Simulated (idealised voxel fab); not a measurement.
This section sets out a process module, namely voxel transistor to metal.
Each square cell in cross-section cut measures 5 nm, and the section as a whole is 180 nm wide.
Heads up, the way a cross-section reads in here is a grid of square cells, handed over as bands from the top down, with every band being one or more rows of cells. Band: top and bottom heights (nm) first, top before bottom; then materials from left to right, widths in nm. "all across" marks a sole material filling the band edge to edge. "blank" denotes empty space. Height reference: 0 = level under which incoming wafer is all one material. Lowest band: no bottom, runs on downward, e.g. "from 0 down". A width given as "30->40" starts at the first number in the band's top row and ends at the second number in its bottom row, shifting by an equal amount at every step from row to row. For the purposes of this document, the phrase "no change" attached to a step denotes that no cell within the cross-section was modified by that step. Each empty space that has no open way to the top and spans at least 8 cells appears under "Closed void listing" as width x height at distance, the distance counted from the left edge, all in nm. Past the settings on a step's line: simulator remark, on that step. When a step includes a mask, the "overlay nm" setting on its line states how far to the right of its planned place that mask lay, and negative values state how far to the left.
[List of planned process steps]
| 1 | RECEIVE [material Si] |
| 2 | CONFORMAL_DEP [material SiO2] [thk nm 5] |
| 3 | CONFORMAL_DEP [material SiN] [thk nm 10] |
| 4 | MASKED_ETCH [tone cover] [mask id ACTIVE] [width nm 110] [etch materials SiN] [depth nm 10] [overlay nm 0] |
| 5 | MASKED_ETCH [tone cover] [mask id ACTIVE] [width nm 110] [etch materials SiO2] [depth nm 5] [overlay nm 0] |
| 6 | MASKED_ETCH [tone cover] [mask id ACTIVE] [width nm 110] [etch materials Si] [depth nm 20] [overlay nm 0] |
| 7 | OXIDIZE [depth nm 5] |
| 8 | FILL_DEP [material SiO2] [thk nm 10] |
| 9 | CMP [height nm 15] |
| 10 | SELECTIVE_ETCH [etch materials SiO2] [depth nm 10] |
| 11 | STRIP [etch materials SiN] |
| 12 | SELECTIVE_ETCH [etch materials SiO2] [depth nm 5] |
| 13 | OXIDIZE [depth nm 5] |
| 14 | DIRECTIONAL_DEP [material polySi] [thk nm 30] |
| 15 | DIRECTIONAL_DEP [material SiCN] [thk nm 10] |
| 16 | MASKED_ETCH [tone cover] [mask id GATE] [width nm 20] [etch materials SiCN] [depth nm 20] [overlay nm 0] |
| 17 | MASKED_ETCH [tone cover] [mask id GATE] [width nm 20] [etch materials polySi] [depth nm 40] [overlay nm 0] |
| 18 | CONFORMAL_DEP [material SiN] [thk nm 5] |
| 19 | DIRECTIONAL_ETCH [etch materials SiN] [depth nm 5] |
| 20 | DIRECTIONAL_ETCH [etch materials SiO2] [depth nm 5] |
| 21 | DIRECTIONAL_ETCH [etch materials Si] [depth nm 5] |
| 22 | EPI [material pSi] [thk nm 5] |
| 23 | FILL_DEP [material SiO2] [thk nm 10] |
| 24 | CMP [height nm 40] |
| 25 | DIRECTIONAL_DEP [material SiO2] [thk nm 10] |
| 26 | MASKED_ETCH [tone open] [mask id CONTACT] [width nm 30] [pitch nm 60] [etch materials SiO2] [depth nm 55] [overlay nm 0] |
| 27 | CONFORMAL_DEP [material TiN] [thk nm 5] |
| 28 | FILL_DEP [material Ru] [thk nm 5] |
| 29 | CMP [height nm 50] |
| 30 | CONFORMAL_DEP [material SiCN] [thk nm 5] |
| 31 | DIRECTIONAL_DEP [material SiO2] [thk nm 20] |
| 32 | PATTERN [tone open] [mask id METAL_1] [material resist] [width nm 15] [pitch nm 75] [thk nm 15] [overlay nm 0] |
| 33 | DIRECTIONAL_ETCH [etch materials SiO2] [depth nm 20] |
| 34 | DIRECTIONAL_ETCH [etch materials SiCN] [depth nm 5] |
| 35 | STRIP [etch materials resist] |
| 36 | CONFORMAL_DEP [material TiN] [thk nm 5] |
| 37 | FILL_DEP [material Cu] [thk nm 5] |
| 38 | CMP [height nm 75] |
| 39 | CONFORMAL_DEP [material SiCN] [thk nm 5] |
| 40 | DIRECTIONAL_DEP [material SiO2] [thk nm 35] |
| 41 | PATTERN [tone open] [mask id METAL_2] [material resist] [width nm 15] [pitch nm 75] [thk nm 15] [overlay nm 0] |
| 42 | DIRECTIONAL_ETCH [etch materials SiO2] [depth nm 20] |
| 43 | STRIP [etch materials resist] |
| 44 | DIRECTIONAL_DEP [material aC] [thk nm 15] |
| 45 | PATTERN [tone open] [mask id METAL_2_HOLES] [material resist] [width nm 15] [pitch nm 75] [thk nm 30] [overlay nm 0] |
| 46 | DIRECTIONAL_ETCH [etch materials aC] [depth nm 15] |
| 47 | STRIP [etch materials resist] |
| 48 | DIRECTIONAL_ETCH [etch materials SiO2] [depth nm 15] |
| 49 | DIRECTIONAL_ETCH [etch materials SiCN] [depth nm 5] |
| 50 | STRIP [etch materials aC] |
| 51 | CONFORMAL_DEP [material TiN] [thk nm 5] |
| 52 | FILL_DEP [material Ru] [thk nm 5] |
| 53 | CMP [height nm 115] |
| 54 | CONFORMAL_DEP [material SiN] [thk nm 5] |
[Cross-section of the wafer as it came to us, i.e., already through step 1]
  from 0 down | Si all across
  Closed void listing: none
[End state of the module in cross-section, given the above starting point and plan and one mistake in execution]
  from 120 to 115 | SiN all across
  from 115 to 80 | 45 nm SiO2  5 nm TiN  5 nm Ru  5 nm TiN  60 nm SiO2  5 nm TiN  5 nm Ru  5 nm TiN  45 nm SiO2
  from 80 to 75 | 45 nm SiCN  15 nm TiN  60 nm SiCN  15 nm TiN  45 nm SiCN
  from 75 to 55 | 45 nm SiO2  5 nm TiN  5 nm Cu  5 nm TiN  60 nm SiO2  5 nm TiN  5 nm Cu  5 nm TiN  45 nm SiO2
  from 55 to 50 | 45 nm SiCN  15 nm TiN  60 nm SiCN  15 nm TiN  45 nm SiCN
  from 50 to 40 | 55 nm SiO2  5 nm TiN  20->10 nm Ru  5->15 nm TiN  30 nm SiO2  5 nm TiN  20 nm Ru  5 nm TiN  35 nm SiO2
  from 40 to 30 | 55 nm SiO2  5 nm TiN  10 nm Ru  5 nm TiN  5 nm SiN  20 nm SiCN  5 nm SiN  10 nm SiO2  5 nm TiN  20 nm Ru  5 nm TiN  35 nm SiO2
  from 30 to 5 | 55 nm SiO2  5 nm TiN  10 nm Ru  5 nm TiN  5 nm SiN  20 nm polySi  5 nm SiN  10 nm SiO2  5 nm TiN  20 nm Ru  5 nm TiN  35 nm SiO2
  from 5 to 0 | 55 nm SiO2  5 nm TiN  5 nm Ru  10 nm TiN  5 nm SiN  20 nm polySi  5 nm SiN  10 nm SiO2  5 nm TiN  20 nm Ru  5 nm TiN  35 nm SiO2
  from 0 to -5 | 55 nm SiO2  15 nm TiN  5 nm pSi  30 nm SiO2  5 nm pSi  5 nm SiO2  30 nm TiN  35 nm SiO2
  from -5 to -10 | 40 nm SiO2  35 nm pSi  30 nm Si  35 nm pSi  40 nm SiO2
  from -10 to -25 | 40 nm SiO2  100 nm Si  40 nm SiO2
  from -25 down | Si all across
  Closed void listing: none
Finding, execution versus plan: planned and actual differ for step 26; actual: MASKED_ETCH [tone open] [mask id CONTACT] [width nm 30] [pitch nm 60] [etch materials SiO2] [depth nm 55] [overlay nm 10]
